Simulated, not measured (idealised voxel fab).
Herein follows the process module entitled voxel transistor to metal.
The cross-section shown here is cut; it is 200 nm wide and divided into square cells measuring 5 nm on a side.
Square cells in a grid make up a cross-section in this document, and the grid is given as bands, listed from the top down, each one or more rows of cells. Heads up on the band format: heights come first, top then bottom, in nm. After that it's the materials left to right, each with its width in nm. A single material flagged "everywhere" fills the whole band edge to edge, and "air" means there's empty space there. Height is counted from the level 0, under which the received wafer is composed throughout of one material. The lowest of the bands is not closed at the bottom but continues downward, in the notation "0 and below". The width entry "30..40" should be interpreted row by row: the top row of cells in the band takes the first number, the bottom row takes the second number, and the change between adjacent rows is uniform throughout. "everything unchanged" (step): cross-section cells unchanged, all of them. In "Trapped void list" the enclosed voids are listed, meaning empty spaces of 8 cells or larger without any opening to the top. The form is width x height at distance, distance from the left edge, units nm. Past the settings on a step's line: simulator remark, on that step. overlay nm: how far to the right of its planned place the mask lay on this masked step (negative: to the left). Each of the pairs that make up the rest of this document says: here is the cross-section before one process step, here is the cross-section after it, drawn only down to the lowest band that changed, and here, under the pair, is the step lying between them with its settings. Different pairs may come from different runs of this module on the same starting wafer, so a pair continues from the pair above it only where its entry headed "Before the step" says so.

### Before the step
  65 down to 60  TiN everywhere
  60 down to 45  50 of SiO2, then 5 of TiN, then 10 of W, then 5 of TiN, then 60 of SiO2, then 5 of TiN, then 10 of W, then 5 of TiN, then 50 of SiO2
  45 down to 30  50 of SiO2, then 5 of TiN, then 10 of W, then 5 of TiN, then 15 of SiO2, then 5 of SiN, then 5 of SiO2, then 15 of SiCN, then 5 of SiO2, then 5 of SiN, then 10 of SiO2, then 5 of TiN, then 10 of W, then 5 of TiN, then 50 of SiO2
  30 down to 0  50 of SiO2, then 5 of TiN, then 10 of W, then 5 of TiN, then 15 of SiO2, then 5 of SiN, then 5 of SiO2, then 15 of polySi, then 5 of SiO2, then 5 of SiN, then 10 of SiO2, then 5 of TiN, then 10 of W, then 5 of TiN, then 50 of SiO2
  0 down to -5  50 of SiO2, then 20 of TiN, then 10 of SiO2, then 5 of nSi, then 35 of SiO2, then 5 of nSi, then 5 of SiO2, then 20 of TiN, then 50 of SiO2
  -5 down to -10  45 of SiO2, then 40 of nSi, then 35 of Si, then 35 of nSi, then 45 of SiO2
  -10 down to -25  45 of SiO2, then 110 of Si, then 45 of SiO2
  -25 and below  Si everywhere
  Trapped void list: none

### Sectional Result
  85 down to 65  Ru everywhere
  Whatever lies below 65 is exactly as it was before.
  Trapped void list: none
Which process step falls between the two cross-sections above? DIRECTIONAL_DEP (material Ru; thk nm 20)

Before the step: = after-state of the pair above.

### Sectional Result
  105 down to 85  50 of air, then 20 of resist, then 60 of air, then 20 of resist, then 50 of air
  Whatever lies below 85 is exactly as it was before.
  Trapped void list: none
Which process step falls between the two cross-sections above? PATTERN (tone cover; mask id METAL_1; material resist; width nm 20; pitch nm 80; thk nm 20; overlay nm 0)

Before the step: = after-state of the pair above.

### Sectional Result
  105 down to 85  50 of air, then 20 of resist, then 60 of air, then 20 of resist, then 50 of air
  85 down to 65  50 of air, then 20 of Ru, then 60 of air, then 20 of Ru, then 50 of air
  Whatever lies below 65 is exactly as it was before.
  Trapped void list: none
Which process step falls between the two cross-sections above? DIRECTIONAL_ETCH (etch materials Ru; depth nm 20)

Before the step: = after-state of the pair above.

### Sectional Result
  105 down to 85  50 of air, then 20 of resist, then 60 of air, then 20 of resist, then 50 of air
  85 down to 65  50 of air, then 20 of Ru, then 60 of air, then 20 of Ru, then 50 of air
  65 down to 60  50 of air, then 20 of TiN, then 60 of air, then 20 of TiN, then 50 of air
  Whatever lies below 60 is exactly as it was before.
  Trapped void list: none
Which process step falls between the two cross-sections above? DIRECTIONAL_ETCH (etch materials TiN; depth nm 5)

Before the step: = after-state of the pair above.

### Sectional Result
  85 down to 65  50 of air, then 20 of Ru, then 60 of air, then 20 of Ru, then 50 of air
  Whatever lies below 65 is exactly as it was before.
  Trapped void list: none
Which process step falls between the two cross-sections above? STRIP (etch materials resist)

Before the step: = after-state of the pair above.

### Sectional Result
  95 down to 85  lowk everywhere
  85 down to 65  50 of lowk, then 20 of Ru, then 60 of lowk, then 20 of Ru, then 50 of lowk
  65 down to 60  50 of lowk, then 20 of TiN, then 60 of lowk, then 20 of TiN, then 50 of lowk
  Whatever lies below 60 is exactly as it was before.
  Trapped void list: none
Which process step falls between the two cross-sections above? FILL_DEP (material lowk; thk nm 10)

Before the step: = after-state of the pair above.

### Sectional Result
  85 down to 65  50 of lowk, then 20 of Ru, then 60 of lowk, then 20 of Ru, then 50 of lowk
  Whatever lies below 65 is exactly as it was before.
  Trapped void list: none
Which process step falls between the two cross-sections above? CMP (height nm 85)

Before the step: = after-state of the pair above.

### Sectional Result
  90 down to 85  SiCN everywhere
  Whatever lies below 85 is exactly as it was before.
  Trapped void list: none
Which process step falls between the two cross-sections above? CONFORMAL_DEP (material SiCN; thk nm 5)

### Before the step
  15 down to 5  SiN everywhere
  5 down to 0  SiO2 everywhere
  0 and below  Si everywhere
  Trapped void list: none

### Sectional Result
  30 down to 15  30 of air, then 120 of resist, then 50 of air
  Whatever lies below 15 is exactly as it was before.
  Trapped void list: none
Which process step falls between the two cross-sections above? PATTERN (tone cover; mask id ACTIVE; material resist; width nm 120; thk nm 15; overlay nm -10)

Before the step: = after-state of the pair above.

### Sectional Result
  30 down to 15  30 of air, then 120 of resist, then 50 of air
  15 down to 5  30 of air, then 120 of SiN, then 50 of air
  Whatever lies below 5 is exactly as it was before.
  Trapped void list: none
Which process step falls between the two cross-sections above? DIRECTIONAL_ETCH (etch materials SiN; depth nm 10)

Before the step: = after-state of the pair above.

### Sectional Result
  30 down to 15  30 of air, then 120 of resist, then 50 of air
  15 down to 5  30 of air, then 120 of SiN, then 50 of air
  5 down to 0  30 of air, then 120 of SiO2, then 50 of air
  Whatever lies below 0 is exactly as it was before.
  Trapped void list: none
Which process step falls between the two cross-sections above? DIRECTIONAL_ETCH (etch materials SiO2; depth nm 5)

Before the step: = after-state of the pair above.

### Sectional Result
  30 down to 15  30 of air, then 120 of resist, then 50 of air
  15 down to 5  30 of air, then 120 of SiN, then 50 of air
  5 down to 0  30 of air, then 120 of SiO2, then 50 of air
  0 down to -20  30 of air, then 120 of Si, then 50 of air
  Whatever lies below -20 is exactly as it was before.
  Trapped void list: none
Which process step falls between the two cross-sections above? DIRECTIONAL_ETCH (etch materials Si; depth nm 20)

Before the step: = after-state of the pair above.

### Sectional Result
  15 down to 5  30 of air, then 120 of SiN, then 50 of air
  Whatever lies below 5 is exactly as it was before.
  Trapped void list: none
Which process step falls between the two cross-sections above? STRIP (etch materials resist)

Before the step: = after-state of the pair above.

### Sectional Result
  15 down to 5  30 of air, then 120 of SiN, then 50 of air
  5 down to 0  30 of air, then 120 of SiO2, then 50 of air
  0 down to -20  30 of air, then 5 of SiO2, then 110 of Si, then 5 of SiO2, then 50 of air
  -20 down to -25  35 of SiO2, then 110 of Si, then 55 of SiO2
  Whatever lies below -25 is exactly as it was before.
  Trapped void list: none
Which process step falls between the two cross-sections above? OXIDIZE (depth nm 5)

Before the step: = after-state of the pair above.

### Sectional Result
  25 down to 15  SiO2 everywhere
  15 down to 5  30 of SiO2, then 120 of SiN, then 50 of SiO2
  5 down to 0  SiO2 everywhere
  0 down to -25  35 of SiO2, then 110 of Si, then 55 of SiO2
  Whatever lies below -25 is exactly as it was before.
  Trapped void list: none
Which process step falls between the two cross-sections above? FILL_DEP (material SiO2; thk nm 10)

Before the step: = after-state of the pair above.

### Sectional Result
  15 down to 5  30 of SiO2, then 120 of SiN, then 50 of SiO2
  Whatever lies below 5 is exactly as it was before.
  Trapped void list: none
Which process step falls between the two cross-sections above? CMP (height nm 15)

Before the step: = after-state of the pair above.

### Sectional Result
  15 down to 5  30 of air, then 120 of SiN, then 50 of air
  Whatever lies below 5 is exactly as it was before.
  Trapped void list: none
Which process step falls between the two cross-sections above? SELECTIVE_ETCH (etch materials SiO2; depth nm 10)

Before the step: = after-state of the pair above.

### Sectional Result
  5 down to 0  SiO2 everywhere
  Whatever lies below 0 is exactly as it was before.
  Trapped void list: none
Which process step falls between the two cross-sections above? STRIP (etch materials SiN)

Before the step: = after-state of the pair above.

### Sectional Result
  0 down to -25  35 of SiO2, then 110 of Si, then 55 of SiO2
  Whatever lies below -25 is exactly as it was before.
  Trapped void list: none
Which process step falls between the two cross-sections above? SELECTIVE_ETCH (etch materials SiO2; depth nm 5)

Before the step: = after-state of the pair above.

### Sectional Result
  0 down to -5  SiO2 everywhere
  Whatever lies below -5 is exactly as it was before.
  Trapped void list: none
Which process step falls between the two cross-sections above? OXIDIZE (depth nm 5)

Before the step: = after-state of the pair above.

### Sectional Result
  30 down to 0  polySi everywhere
  Whatever lies below 0 is exactly as it was before.
  Trapped void list: none
Which process step falls between the two cross-sections above? DIRECTIONAL_DEP (material polySi; thk nm 30)

Before the step: = after-state of the pair above.

### Sectional Result
  45 down to 30  SiCN everywhere
  Whatever lies below 30 is exactly as it was before.
  Trapped void list: none
Which process step falls between the two cross-sections above? DIRECTIONAL_DEP (material SiCN; thk nm 15)

Before the step: = after-state of the pair above.

### Sectional Result
  60 down to 45  aC everywhere
  Whatever lies below 45 is exactly as it was before.
  Trapped void list: none
Which process step falls between the two cross-sections above? DIRECTIONAL_DEP (material aC; thk nm 15)

Before the step: = after-state of the pair above.

### Sectional Result
  95 down to 60  90 of air, then 20 of resist, then 90 of air
  Whatever lies below 60 is exactly as it was before.
  Trapped void list: none
Which process step falls between the two cross-sections above? PATTERN (tone cover; mask id GATE; material resist; width nm 20; thk nm 35; overlay nm 0)

Before the step: = after-state of the pair above.

### Sectional Result
  80 down to 60  90 of air, then 20 of resist, then 90 of air
  60 down to 45  90 of air, then 20 of aC, then 90 of air
  Whatever lies below 45 is exactly as it was before.
  Trapped void list: none
Which process step falls between the two cross-sections above? DIRECTIONAL_ETCH (etch materials aC; depth nm 15)

Before the step: = after-state of the pair above.

### Sectional Result
  60 down to 45  90 of air, then 20 of aC, then 90 of air
  Whatever lies below 45 is exactly as it was before.
  Trapped void list: none
Which process step falls between the two cross-sections above? STRIP (etch materials resist)

Before the step: = after-state of the pair above.

### Sectional Result
  60 down to 45  90 of air, then 20 of aC, then 90 of air
  45 down to 30  90 of air, then 20 of SiCN, then 90 of air
  Whatever lies below 30 is exactly as it was before.
  Trapped void list: none
Which process step falls between the two cross-sections above? DIRECTIONAL_ETCH (etch materials SiCN; depth nm 25)

Before the step: = after-state of the pair above.

### Sectional Result
  60 down to 45  90 of air, then 20 of aC, then 90 of air
  45 down to 30  90 of air, then 20 of SiCN, then 90 of air
  30 down to 0  90 of air, then 20 of polySi, then 90 of air
  Whatever lies below 0 is exactly as it was before.
  Trapped void list: none
Which process step falls between the two cross-sections above? DIRECTIONAL_ETCH (etch materials polySi; depth nm 40)

Before the step: = after-state of the pair above.

### Sectional Result
  45 down to 30  90 of air, then 20 of SiCN, then 90 of air
  Whatever lies below 30 is exactly as it was before.
  Trapped void list: none
Which process step falls between the two cross-sections above? STRIP (etch materials aC)

Before the step: = after-state of the pair above.

### Sectional Result
  50 down to 45  85 of air, then 30 of SiO2, then 85 of air
  45 down to 30  85 of air, then 5 of SiO2, then 20 of SiCN, then 5 of SiO2, then 85 of air
  30 down to 5  85 of air, then 5 of SiO2, then 20 of polySi, then 5 of SiO2, then 85 of air
  5 down to 0  90 of SiO2, then 20 of polySi, then 90 of SiO2
  Whatever lies below 0 is exactly as it was before.
  Trapped void list: none
Which process step falls between the two cross-sections above? CONFORMAL_DEP (material SiO2; thk nm 5)

Before the step: = after-state of the pair above.

### Sectional Result
  45 down to 30  85 of air, then 5 of SiO2, then 20 of SiCN, then 5 of SiO2, then 85 of air
  30 down to 0  85 of air, then 5 of SiO2, then 20 of polySi, then 5 of SiO2, then 85 of air
  Whatever lies below 0 is exactly as it was before.
  Trapped void list: none
Which process step falls between the two cross-sections above? DIRECTIONAL_ETCH (etch materials SiO2; depth nm 5)

Before the step: = after-state of the pair above.

### Sectional Result
  50 down to 45  80 of air, then 40 of SiN, then 80 of air
  45 down to 30  80 of air, then 5 of SiN, then 5 of SiO2, then 20 of SiCN, then 5 of SiO2, then 5 of SiN, then 80 of air
  30 down to 5  80 of air, then 5 of SiN, then 5 of SiO2, then 20 of polySi, then 5 of SiO2, then 5 of SiN, then 80 of air
  5 down to 0  85 of SiN, then 5 of SiO2, then 20 of polySi, then 5 of SiO2, then 85 of SiN
  Whatever lies below 0 is exactly as it was before.
  Trapped void list: none
Which process step falls between the two cross-sections above? CONFORMAL_DEP (material SiN; thk nm 5)

Before the step: = after-state of the pair above.

### Sectional Result
  45 down to 30  80 of air, then 5 of SiN, then 5 of SiO2, then 20 of SiCN, then 5 of SiO2, then 5 of SiN, then 80 of air
  30 down to 0  80 of air, then 5 of SiN, then 5 of SiO2, then 20 of polySi, then 5 of SiO2, then 5 of SiN, then 80 of air
  Whatever lies below 0 is exactly as it was before.
  Trapped void list: none
Which process step falls between the two cross-sections above? DIRECTIONAL_ETCH (etch materials SiN; depth nm 5)

Before the step: = after-state of the pair above.

### Sectional Result
  45 down to 40  80 of air, then 5 of SiN, then 5 of air, then 20 of SiCN, then 5 of air, then 5 of SiN, then 80 of air
  40 down to 30  80 of air, then 5 of SiN, then 5 of SiO2, then 20 of SiCN, then 5 of SiO2, then 5 of SiN, then 80 of air
  30 down to 0  80 of air, then 5 of SiN, then 5 of SiO2, then 20 of polySi, then 5 of SiO2, then 5 of SiN, then 80 of air
  0 down to -5  80 of air, then 40 of SiO2, then 80 of air
  Whatever lies below -5 is exactly as it was before.
  Trapped void list: none
Which process step falls between the two cross-sections above? DIRECTIONAL_ETCH (etch materials SiO2; depth nm 5)

Before the step: = after-state of the pair above.

### Sectional Result
  45 down to 40  80 of air, then 5 of SiN, then 5 of air, then 20 of SiCN, then 5 of air, then 5 of SiN, then 80 of air
  40 down to 30  80 of air, then 5 of SiN, then 5 of SiO2, then 20 of SiCN, then 5 of SiO2, then 5 of SiN, then 80 of air
  30 down to 0  80 of air, then 5 of SiN, then 5 of SiO2, then 20 of polySi, then 5 of SiO2, then 5 of SiN, then 80 of air
  0 down to -5  80 of air, then 40 of SiO2, then 80 of air
  -5 down to -10  35 of SiO2, then 45 of air, then 40 of Si, then 25 of air, then 55 of SiO2
  Whatever lies below -10 is exactly as it was before.
  Trapped void list: none
Which process step falls between the two cross-sections above? DIRECTIONAL_ETCH (etch materials Si; depth nm 5)

Before the step: = after-state of the pair above.

### Sectional Result
  45 down to 40  80 of air, then 5 of SiN, then 5 of air, then 20 of SiCN, then 5 of air, then 5 of SiN, then 80 of air
  40 down to 30  80 of air, then 5 of SiN, then 5 of SiO2, then 20 of SiCN, then 5 of SiO2, then 5 of SiN, then 80 of air
  30 down to 0  80 of air, then 5 of SiN, then 5 of SiO2, then 20 of polySi, then 5 of SiO2, then 5 of SiN, then 80 of air
  0 down to -5  75 of air, then 5 of nSi, then 40 of SiO2, then 5 of nSi, then 75 of air
  -5 down to -10  35 of SiO2, then 45 of nSi, then 40 of Si, then 25 of nSi, then 55 of SiO2
  Whatever lies below -10 is exactly as it was before.
  Trapped void list: none
Which process step falls between the two cross-sections above? EPI (material nSi; thk nm 5)

Before the step: = after-state of the pair above.

### Sectional Result
  50 down to 45  SiO2 everywhere
  45 down to 30  80 of SiO2, then 5 of SiN, then 5 of SiO2, then 20 of SiCN, then 5 of SiO2, then 5 of SiN, then 80 of SiO2
  30 down to 0  80 of SiO2, then 5 of SiN, then 5 of SiO2, then 20 of polySi, then 5 of SiO2, then 5 of SiN, then 80 of SiO2
  0 down to -5  75 of SiO2, then 5 of nSi, then 40 of SiO2, then 5 of nSi, then 75 of SiO2
  Whatever lies below -5 is exactly as it was before.
  Trapped void list: none
Which process step falls between the two cross-sections above? FILL_DEP (material SiO2; thk nm 5)

Before the step: = after-state of the pair above.

### Sectional Result
  45 down to 30  80 of SiO2, then 5 of SiN, then 5 of SiO2, then 20 of SiCN, then 5 of SiO2, then 5 of SiN, then 80 of SiO2
  Whatever lies below 30 is exactly as it was before.
  Trapped void list: none
Which process step falls between the two cross-sections above? CMP (height nm 45)

Before the step: = after-state of the pair above.

### Sectional Result
  60 down to 45  SiO2 everywhere
  Whatever lies below 45 is exactly as it was before.
  Trapped void list: none
Which process step falls between the two cross-sections above? DIRECTIONAL_DEP (material SiO2; thk nm 15)

Before the step: = after-state of the pair above.

### Sectional Result
  75 down to 60  aC everywhere
  Whatever lies below 60 is exactly as it was before.
  Trapped void list: none
Which process step falls between the two cross-sections above? DIRECTIONAL_DEP (material aC; thk nm 15)

Before the step: = after-state of the pair above.

### Sectional Result
  105 down to 75  50 of resist, then 20 of air, then 60 of resist, then 20 of air, then 50 of resist
  Whatever lies below 75 is exactly as it was before.
  Trapped void list: none
Which process step falls between the two cross-sections above? PATTERN (tone open; mask id CONTACT; material resist; width nm 20; pitch nm 80; thk nm 30; overlay nm 0)

Before the step: = after-state of the pair above.

### Sectional Result
  90 down to 75  50 of resist, then 20 of air, then 60 of resist, then 20 of air, then 50 of resist
  75 down to 60  50 of aC, then 20 of air, then 60 of aC, then 20 of air, then 50 of aC
  Whatever lies below 60 is exactly as it was before.
  Trapped void list: none
Which process step falls between the two cross-sections above? DIRECTIONAL_ETCH (etch materials aC; depth nm 15)

Before the step: = after-state of the pair above.

### Sectional Result
  75 down to 60  50 of aC, then 20 of air, then 60 of aC, then 20 of air, then 50 of aC
  Whatever lies below 60 is exactly as it was before.
  Trapped void list: none
Which process step falls between the two cross-sections above? STRIP (etch materials resist)

Before the step: = after-state of the pair above.

### Sectional Result
  75 down to 60  50 of aC, then 20 of air, then 60 of aC, then 20 of air, then 50 of aC
  60 down to 45  50 of SiO2, then 20 of air, then 60 of SiO2, then 20 of air, then 50 of SiO2
  45 down to 30  50 of SiO2, then 20 of air, then 10 of SiO2, then 5 of SiN, then 5 of SiO2, then 20 of SiCN, then 5 of SiO2, then 5 of SiN, then 10 of SiO2, then 20 of air, then 50 of SiO2
  30 down to 0  50 of SiO2, then 20 of air, then 10 of SiO2, then 5 of SiN, then 5 of SiO2, then 20 of polySi, then 5 of SiO2, then 5 of SiN, then 10 of SiO2, then 20 of air, then 50 of SiO2
  0 down to -5  50 of SiO2, then 20 of air, then 5 of SiO2, then 5 of nSi, then 40 of SiO2, then 5 of nSi, then 5 of SiO2, then 20 of air, then 50 of SiO2
  Whatever lies below -5 is exactly as it was before.
  Trapped void list: none
Which process step falls between the two cross-sections above? DIRECTIONAL_ETCH (etch materials SiO2; depth nm 65)

Before the step: = after-state of the pair above.

### Sectional Result
  60 down to 45  50 of SiO2, then 20 of air, then 60 of SiO2, then 20 of air, then 50 of SiO2
  Whatever lies below 45 is exactly as it was before.
  Trapped void list: none
Which process step falls between the two cross-sections above? STRIP (etch materials aC)

Before the step: = after-state of the pair above.

### Sectional Result
  65 down to 60  55 of TiN, then 10 of air, then 70 of TiN, then 10 of air, then 55 of TiN
  60 down to 45  50 of SiO2, then 5 of TiN, then 10 of air, then 5 of TiN, then 60 of SiO2, then 5 of TiN, then 10 of air, then 5 of TiN, then 50 of SiO2
  45 down to 30  50 of SiO2, then 5 of TiN, then 10 of air, then 5 of TiN, then 10 of SiO2, then 5 of SiN, then 5 of SiO2, then 20 of SiCN, then 5 of SiO2, then 5 of SiN, then 10 of SiO2, then 5 of TiN, then 10 of air, then 5 of TiN, then 50 of SiO2
  30 down to 0  50 of SiO2, then 5 of TiN, then 10 of air, then 5 of TiN, then 10 of SiO2, then 5 of SiN, then 5 of SiO2, then 20 of polySi, then 5 of SiO2, then 5 of SiN, then 10 of SiO2, then 5 of TiN, then 10 of air, then 5 of TiN, then 50 of SiO2
  0 down to -5  50 of SiO2, then 20 of TiN, then 5 of SiO2, then 5 of nSi, then 40 of SiO2, then 5 of nSi, then 5 of SiO2, then 20 of TiN, then 50 of SiO2
  Whatever lies below -5 is exactly as it was before.
  Trapped void list: none
Which process step falls between the two cross-sections above? CONFORMAL_DEP (material TiN; thk nm 5)

Before the step: = after-state of the pair above.

### Sectional Result
  75 down to 65  W everywhere
  65 down to 60  55 of TiN, then 10 of W, then 70 of TiN, then 10 of W, then 55 of TiN
  60 down to 45  50 of SiO2, then 5 of TiN, then 10 of W, then 5 of TiN, then 60 of SiO2, then 5 of TiN, then 10 of W, then 5 of TiN, then 50 of SiO2
  45 down to 30  50 of SiO2, then 5 of TiN, then 10 of W, then 5 of TiN, then 10 of SiO2, then 5 of SiN, then 5 of SiO2, then 20 of SiCN, then 5 of SiO2, then 5 of SiN, then 10 of SiO2, then 5 of TiN, then 10 of W, then 5 of TiN, then 50 of SiO2
  30 down to 0  50 of SiO2, then 5 of TiN, then 10 of W, then 5 of TiN, then 10 of SiO2, then 5 of SiN, then 5 of SiO2, then 20 of polySi, then 5 of SiO2, then 5 of SiN, then 10 of SiO2, then 5 of TiN, then 10 of W, then 5 of TiN, then 50 of SiO2
  Whatever lies below 0 is exactly as it was before.
  Trapped void list: none
Which process step falls between the two cross-sections above? FILL_DEP (material W; thk nm 10)

Before the step: = after-state of the pair above.

### Sectional Result
  60 down to 45  50 of SiO2, then 5 of TiN, then 10 of W, then 5 of TiN, then 60 of SiO2, then 5 of TiN, then 10 of W, then 5 of TiN, then 50 of SiO2
  Whatever lies below 45 is exactly as it was before.
  Trapped void list: none
Which process step falls between the two cross-sections above? CMP (height nm 60)

Before the step: = after-state of the pair above.

### Sectional Result
  65 down to 60  TiN everywhere
  Whatever lies below 60 is exactly as it was before.
  Trapped void list: none
Which process step falls between the two cross-sections above? DIRECTIONAL_DEP (material TiN; thk nm 5)

Before the step: = after-state of the pair above.

### Sectional Result
  85 down to 65  Ru everywhere
  Whatever lies below 65 is exactly as it was before.
  Trapped void list: none
Which process step falls between the two cross-sections above? DIRECTIONAL_DEP (material Ru; thk nm 20)

Before the step: = after-state of the pair above.

### Sectional Result
  105 down to 85  50 of air, then 20 of resist, then 60 of air, then 20 of resist, then 50 of air
  Whatever lies below 85 is exactly as it was before.
  Trapped void list: none
Which process step falls between the two cross-sections above? PATTERN (tone cover; mask id METAL_1; material resist; width nm 20; pitch nm 80; thk nm 20; overlay nm 0)

Before the step: = after-state of the pair above.

### Sectional Result
  105 down to 85  50 of air, then 20 of resist, then 60 of air, then 20 of resist, then 50 of air
  85 down to 65  50 of air, then 20 of Ru, then 60 of air, then 20 of Ru, then 50 of air
  Whatever lies below 65 is exactly as it was before.
  Trapped void list: none
Which process step falls between the two cross-sections above? DIRECTIONAL_ETCH (etch materials Ru; depth nm 20)

Before the step: = after-state of the pair above.

### Sectional Result
  105 down to 85  50 of air, then 20 of resist, then 60 of air, then 20 of resist, then 50 of air
  85 down to 65  50 of air, then 20 of Ru, then 60 of air, then 20 of Ru, then 50 of air
  65 down to 60  50 of air, then 20 of TiN, then 60 of air, then 20 of TiN, then 50 of air
  Whatever lies below 60 is exactly as it was before.
  Trapped void list: none
Which process step falls between the two cross-sections above? DIRECTIONAL_ETCH (etch materials TiN; depth nm 5)

Before the step: = after-state of the pair above.

### Sectional Result
  85 down to 65  50 of air, then 20 of Ru, then 60 of air, then 20 of Ru, then 50 of air
  Whatever lies below 65 is exactly as it was before.
  Trapped void list: none
Which process step falls between the two cross-sections above? STRIP (etch materials resist)

Before the step: = after-state of the pair above.

### Sectional Result
  95 down to 85  lowk everywhere
  85 down to 65  50 of lowk, then 20 of Ru, then 60 of lowk, then 20 of Ru, then 50 of lowk
  65 down to 60  50 of lowk, then 20 of TiN, then 60 of lowk, then 20 of TiN, then 50 of lowk
  Whatever lies below 60 is exactly as it was before.
  Trapped void list: none
Which process step falls between the two cross-sections above? FILL_DEP (material lowk; thk nm 10)

Before the step: = after-state of the pair above.

### Sectional Result
  85 down to 65  50 of lowk, then 20 of Ru, then 60 of lowk, then 20 of Ru, then 50 of lowk
  Whatever lies below 65 is exactly as it was before.
  Trapped void list: none
Which process step falls between the two cross-sections above? CMP (height nm 85)

Before the step: = after-state of the pair above.

### Sectional Result
  90 down to 85  SiCN everywhere
  Whatever lies below 85 is exactly as it was before.
  Trapped void list: none
Which process step falls between the two cross-sections above? CONFORMAL_DEP (material SiCN; thk nm 5)

### Before the step
  85 down to 65  50 of air, then 20 of Ru, then 60 of air, then 20 of Ru, then 50 of air
  65 down to 60  50 of air, then 20 of TiN, then 60 of air, then 20 of TiN, then 50 of air
  60 down to 45  50 of SiO2, then 5 of TiN, then 10 of W, then 5 of TiN, then 60 of SiO2, then 5 of TiN, then 10 of W, then 5 of TiN, then 50 of SiO2
  45 down to 30  50 of SiO2, then 5 of TiN, then 10 of W, then 5 of TiN, then 10 of SiO2, then 5 of SiN, then 5 of SiO2, then 20 of SiCN, then 5 of SiO2, then 5 of SiN, then 10 of SiO2, then 5 of TiN, then 10 of W, then 5 of TiN, then 50 of SiO2
  30 down to 0  50 of SiO2, then 5 of TiN, then 10 of W, then 5 of TiN, then 10 of SiO2, then 5 of SiN, then 5 of SiO2, then 20 of polySi, then 5 of SiO2, then 5 of SiN, then 10 of SiO2, then 5 of TiN, then 10 of W, then 5 of TiN, then 50 of SiO2
  0 down to -5  50 of SiO2, then 20 of TiN, then 5 of SiO2, then 5 of nSi, then 40 of SiO2, then 5 of nSi, then 5 of SiO2, then 20 of TiN, then 50 of SiO2
  -5 down to -10  45 of SiO2, then 35 of nSi, then 40 of Si, then 35 of nSi, then 45 of SiO2
  -10 down to -25  45 of SiO2, then 110 of Si, then 45 of SiO2
  -25 and below  Si everywhere
  Trapped void list: none

### Sectional Result
  95 down to 65  Ru everywhere
  65 down to 60  50 of Ru, then 20 of TiN, then 60 of Ru, then 20 of TiN, then 50 of Ru
  Whatever lies below 60 is exactly as it was before.
  Trapped void list: none
Which process step falls between the two cross-sections above? FILL_DEP (material Ru; thk nm 10)

Before the step: = after-state of the pair above.

### Sectional Result
  85 down to 65  Ru everywhere
  Whatever lies below 65 is exactly as it was before.
  Trapped void list: none
Which process step falls between the two cross-sections above? CMP (height nm 85)

Before the step: = after-state of the pair above.

### Sectional Result
  90 down to 85  SiCN everywhere
  Whatever lies below 85 is exactly as it was before.
  Trapped void list: none
Which process step falls between the two cross-sections above? CONFORMAL_DEP (material SiCN; thk nm 5)

### Before the step
  60 down to 45  aC everywhere
  45 down to 30  SiCN everywhere
  30 down to 0  polySi everywhere
  0 down to -5  SiO2 everywhere
  -5 down to -25  45 of SiO2, then 110 of Si, then 45 of SiO2
  -25 and below  Si everywhere
  Trapped void list: none

### Sectional Result
  95 down to 60  90 of resist, then 20 of air, then 90 of resist
  Whatever lies below 60 is exactly as it was before.
  Trapped void list: none
Which process step falls between the two cross-sections above? PATTERN (tone open; mask id GATE; material resist; width nm 20; thk nm 35; overlay nm 0)

Before the step: = after-state of the pair above.

### Sectional Result
  80 down to 60  90 of resist, then 20 of air, then 90 of resist
  60 down to 45  90 of aC, then 20 of air, then 90 of aC
  Whatever lies below 45 is exactly as it was before.
  Trapped void list: none
Which process step falls between the two cross-sections above? DIRECTIONAL_ETCH (etch materials aC; depth nm 15)

Before the step: = after-state of the pair above.

### Sectional Result
  60 down to 45  90 of aC, then 20 of air, then 90 of aC
  Whatever lies below 45 is exactly as it was before.
  Trapped void list: none
Which process step falls between the two cross-sections above? STRIP (etch materials resist)

Before the step: = after-state of the pair above.

### Sectional Result
  60 down to 45  90 of aC, then 20 of air, then 90 of aC
  45 down to 30  90 of SiCN, then 20 of air, then 90 of SiCN
  Whatever lies below 30 is exactly as it was before.
  Trapped void list: none
Which process step falls between the two cross-sections above? DIRECTIONAL_ETCH (etch materials SiCN; depth nm 25)

Before the step: = after-state of the pair above.

### Sectional Result
  60 down to 45  90 of aC, then 20 of air, then 90 of aC
  45 down to 30  90 of SiCN, then 20 of air, then 90 of SiCN
  30 down to 0  90 of polySi, then 20 of air, then 90 of polySi
  Whatever lies below 0 is exactly as it was before.
  Trapped void list: none
Which process step falls between the two cross-sections above? DIRECTIONAL_ETCH (etch materials polySi; depth nm 40)

Before the step: = after-state of the pair above.

### Sectional Result
  45 down to 30  90 of SiCN, then 20 of air, then 90 of SiCN
  Whatever lies below 30 is exactly as it was before.
  Trapped void list: none
Which process step falls between the two cross-sections above? STRIP (etch materials aC)

Before the step: = after-state of the pair above.

### Sectional Result
  50 down to 45  95 of SiO2, then 10 of air, then 95 of SiO2
  45 down to 30  90 of SiCN, then 5 of SiO2, then 10 of air, then 5 of SiO2, then 90 of SiCN
  30 down to 5  90 of polySi, then 5 of SiO2, then 10 of air, then 5 of SiO2, then 90 of polySi
  5 down to 0  90 of polySi, then 20 of SiO2, then 90 of polySi
  Whatever lies below 0 is exactly as it was before.
  Trapped void list: none
Which process step falls between the two cross-sections above? CONFORMAL_DEP (material SiO2; thk nm 5)

Before the step: = after-state of the pair above.

### Sectional Result
  45 down to 30  90 of SiCN, then 5 of SiO2, then 10 of air, then 5 of SiO2, then 90 of SiCN
  30 down to 0  90 of polySi, then 5 of SiO2, then 10 of air, then 5 of SiO2, then 90 of polySi
  Whatever lies below 0 is exactly as it was before.
  Trapped void list: none
Which process step falls between the two cross-sections above? DIRECTIONAL_ETCH (etch materials SiO2; depth nm 5)

Before the step: = after-state of the pair above.

### Sectional Result
  50 down to 45  SiN everywhere
  45 down to 30  90 of SiCN, then 5 of SiO2, then 10 of SiN, then 5 of SiO2, then 90 of SiCN
  30 down to 0  90 of polySi, then 5 of SiO2, then 10 of SiN, then 5 of SiO2, then 90 of polySi
  Whatever lies below 0 is exactly as it was before.
  Trapped void list: none
Which process step falls between the two cross-sections above? CONFORMAL_DEP (material SiN; thk nm 5)

Before the step: = after-state of the pair above.

### Sectional Result
  45 down to 30  90 of SiCN, then 5 of SiO2, then 10 of SiN, then 5 of SiO2, then 90 of SiCN
  Whatever lies below 30 is exactly as it was before.
  Trapped void list: none
Which process step falls between the two cross-sections above? DIRECTIONAL_ETCH (etch materials SiN; depth nm 5)
